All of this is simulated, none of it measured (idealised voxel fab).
process module | voxel self aligned contacts
cross-section cut | 245 nm wide | cells 5 nm
A cross-section is a grid of square cells, given in bands from the top down. A band is one or more rows of cells.
Each band's line starts with the height of the band's top and of its bottom, in nm. Then come its materials from left to right, each with its width in nm. One material with "throughout" fills the band from edge to edge. "air" is empty space.
Height 0 is the level under which the wafer as received is all one material. The lowest band goes on downwards, as in "0 down".
A width such as "30 to 40" changes by the same amount from each row of cells to the next, from the band's top row to its bottom row.
"no change" after a step means that no cell of the cross-section changed.
closed voids: empty space of 8 cells or more with no open way to the top, each as width x height at its distance from the left edge, in nm
after a step's settings: what the simulator itself notes on the step
overlay nm, on a step with a mask: how far to the right of its planned place the mask lay; to the left if negative
plan
1 op RECEIVE | material Si
2 op CONFORMAL_DEP | material SiO2 | thk nm 5
3 op DIRECTIONAL_DEP | material polySi | thk nm 20
4 op DIRECTIONAL_DEP | material SiN | thk nm 25
5 op DIRECTIONAL_DEP | material aC | thk nm 10
6 op PATTERN | tone cover | mask id GATE | material resist | width nm 25 | pitch nm 70 | thk nm 30 | overlay nm 0
7 op DIRECTIONAL_ETCH | etch materials aC | depth nm 10
8 op STRIP | etch materials resist
9 op DIRECTIONAL_ETCH | etch materials SiN | depth nm 25
10 op DIRECTIONAL_ETCH | etch materials polySi | depth nm 20
11 op STRIP | etch materials aC
12 op CONFORMAL_DEP | material SiN | thk nm 10
13 op DIRECTIONAL_ETCH | etch materials SiN | depth nm 10
14 op FILL_DEP | material SiO2 | thk nm 10
15 op CMP | height nm 55
16 op MASKED_ETCH | tone open | mask id CONTACT | width nm 55 | pitch nm 70 | etch materials SiO2 | depth nm 55 | overlay nm 0
17 op CONFORMAL_DEP | material TiN | thk nm 5
18 op FILL_DEP | material W | thk nm 5
19 op CMP | height nm 45
20 op CONFORMAL_DEP | material SiCN | thk nm 5
varied across the wafers: height nm of step 19. The plan shows the first wafer's value. All wafers start alike
first wafer as received, after step 1
  0 down: Si throughout
  closed voids: none
each wafer at the end: cells of each material gained (+) or lost (-) since it was received, then its closed voids
height nm 45 | +49 SiCN | +156 SiN | +135 SiO2 | +42 TiN | +48 W | +60 polySi | closed voids: none
height nm 50 | +49 SiCN | +183 SiN | +147 SiO2 | +46 TiN | +54 W | +60 polySi | closed voids: none
height nm 55 | +49 SiCN | +183 SiN | +174 SiO2 | +62 TiN | +60 W | +60 polySi | closed voids: none
height nm 60 | +49 SiCN | +183 SiN | +174 SiO2 | +93 TiN | +78 W | +60 polySi | closed voids: none
height nm 65 | +49 SiCN | +183 SiN | +174 SiO2 | +93 TiN | +127 W | +60 polySi | closed voids: none
